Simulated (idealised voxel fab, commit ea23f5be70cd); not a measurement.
The process module that follows is named voxel self aligned vias.
cross-section cut | 235 nm wide | cells 5 nm
Format of a cross-section: grid, square cells. Given as bands. Order: top down. Band: one or more rows of cells. The entry gives the band's vertical extent as a top height and a bottom height in nm, then its horizontal make-up as materials from left to right, each with a width in nm. "air" stands for empty space; a single material marked "throughout" fills the band edge to edge. Note: height 0 marks the level under which the wafer is uniformly one material as received. Lowest band unbounded below, written "top 0, no bottom". Per-row width for "30->40": begins at first number (top row of band), ends at second number (bottom row), increment between rows held constant. Where a step carries "no change occurred", the cross-section came out of it unchanged, cell for cell. "Enclosed void inventory" contains a list of empty spaces, each no smaller than 8 cells and without an open way to the top, written in the form width x height at distance with the distance from the left edge and all three in nm. On a step's line, text after the settings is the simulator commenting on that step. overlay nm, on a step with a mask: how far to the right of its planned place the mask lay; to the left if negative.
**So here's the lineup of process steps we planned**
1 RECEIVE | material Si
2 CONFORMAL_DEP | material SiO2 | thk nm 15
3 CONFORMAL_DEP | material SiCN | thk nm 5
4 DIRECTIONAL_DEP | material lowk | thk nm 30
5 DIRECTIONAL_DEP | material aC | thk nm 15
6 PATTERN | tone open | mask id LINES | material resist | width nm 20 | pitch nm 60 | thk nm 35 | overlay nm 0
7 DIRECTIONAL_ETCH | etch materials aC | depth nm 15
8 STRIP | etch materials resist
9 DIRECTIONAL_ETCH | etch materials lowk | depth nm 30
10 STRIP | etch materials aC
11 CONFORMAL_DEP | material TiN | thk nm 5
12 FILL_DEP | material Ru | thk nm 5
13 CMP | height nm 50
14 SELECTIVE_ETCH | etch materials W Ru TiN | depth nm 5
15 FILL_DEP | material SiN | thk nm 5
16 CMP | height nm 50
17 DIRECTIONAL_DEP | material lowk | thk nm 20
18 PATTERN | tone open | mask id VIAS | material resist | width nm 30 | pitch nm 60 | thk nm 15 | overlay nm 0
19 DIRECTIONAL_ETCH | etch materials lowk | depth nm 20
20 DIRECTIONAL_ETCH | etch materials SiN | depth nm 5
21 STRIP | etch materials resist
22 CONFORMAL_DEP | material TiN | thk nm 5
23 FILL_DEP | material Cu | thk nm 10
24 CMP | height nm 70
25 CONFORMAL_DEP | material SiCN | thk nm 5
**as received, after step 1**
	top 0, no bottom  Si throughout
	Enclosed void inventory: none
**Sectioned view, first of two wafers, at the close of the module, processed as intended in the plan**
	top 75, bottom 70  SiCN throughout
	top 70, bottom 55  70 nm lowk / 5 nm TiN / 20 nm Cu / 5 nm TiN / 30 nm lowk / 5 nm TiN / 20 nm Cu / 5 nm TiN / 75 nm lowk
	top 55, bottom 50  70 nm lowk / 10 nm TiN / 10 nm Cu / 10 nm TiN / 30 nm lowk / 10 nm TiN / 10 nm Cu / 10 nm TiN / 75 nm lowk
	top 50, bottom 45  75 nm lowk / 20 nm TiN / 40 nm lowk / 20 nm TiN / 80 nm lowk
	top 45, bottom 25  75 nm lowk / 5 nm TiN / 10 nm Ru / 5 nm TiN / 40 nm lowk / 5 nm TiN / 10 nm Ru / 5 nm TiN / 80 nm lowk
	top 25, bottom 20  75 nm lowk / 20 nm TiN / 40 nm lowk / 20 nm TiN / 80 nm lowk
	top 20, bottom 15  SiCN throughout
	top 15, bottom 0  SiO2 throughout
	top 0, no bottom  Si throughout
	Enclosed void inventory: none
**The second wafer, shown in cross-section after the module: started the same way as the first and given the same plan, yet one mistake crept into how it was run**
	top 75, bottom 70  SiCN throughout
	top 70, bottom 50  70 nm lowk / 5 nm TiN / 20 nm Cu / 5 nm TiN / 30 nm lowk / 5 nm TiN / 20 nm Cu / 5 nm TiN / 75 nm lowk
	top 50, bottom 45  70 nm SiN / 30 nm TiN / 30 nm SiN / 30 nm TiN / 75 nm SiN
	top 45, bottom 20  75 nm lowk / 5 nm TiN / 10 nm Ru / 5 nm TiN / 40 nm lowk / 5 nm TiN / 10 nm Ru / 5 nm TiN / 80 nm lowk
	top 20, bottom 15  75 nm lowk / 20 nm TiN / 40 nm lowk / 20 nm TiN / 80 nm lowk
	top 15, bottom 0  SiO2 throughout
	top 0, no bottom  Si throughout
	Enclosed void inventory: none
Where did the run depart from the plan? the run left out plan step 3 entirely, so it was never executed
Wrapping up, a cell-based count of both wafers puts the second over or under the first for these materials: Cu +4 | Ru +4 | SiCN -47 | SiN +35 | TiN +4
